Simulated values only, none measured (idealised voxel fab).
process module | voxel released beams
cross-section cut | 255 nm wide | cells 5 nm
A cross-section is a grid of square cells, given in bands from the top down. A band is one or more rows of cells.
Each band's line starts with the height of the band's top and of its bottom, in nm. Then come its materials from left to right, each with its width in nm. One material with "throughout" fills the band from edge to edge. "air" is empty space.
Height 0 is the level under which the wafer as received is all one material. The lowest band goes on downwards, as in "0 down".
A width such as "30 to 40" changes by the same amount from each row of cells to the next, from the band's top row to its bottom row.
"no change" after a step means that no cell of the cross-section changed.
closed voids: empty space of 8 cells or more with no open way to the top, each as width x height at its distance from the left edge, in nm
after a step's settings: what the simulator itself notes on the step
overlay nm, on a step with a mask: how far to the right of its planned place the mask lay; to the left if negative
plan
1 op RECEIVE | material Si
2 op CONFORMAL_DEP | material SiN | thk nm 10
3 op DIRECTIONAL_DEP | material SiO2 | thk nm 10
4 op MASKED_ETCH | tone open | mask id ANCHOR | width nm 45 | etch materials SiO2 | depth nm 10 | overlay nm 0
5 op CONFORMAL_DEP | material TiN | thk nm 15
6 op MASKED_ETCH | tone cover | mask id BEAM | width nm 120 | etch materials TiN | depth nm 15 | overlay nm 0
7 op STRIP | etch materials SiO2
as received, after step 1
  0 down: Si throughout
  closed voids: none
a wafer at the end: this start, this plan, one mistake
  35 to 25: air 65 | TiN 65 | air 125
  25 to 20: air 65 | TiN 120 | air 70
  20 to 10: air 55 | TiN 15 | SiO2 45 | TiN 70 | air 70
  10 to 0: SiN throughout
  0 down: Si throughout
  closed voids: none
what went wrong: step 4 ran as: op MASKED_ETCH | tone cover | mask id ANCHOR | width nm 45 | etch materials SiO2 | depth nm 10 | overlay nm 0
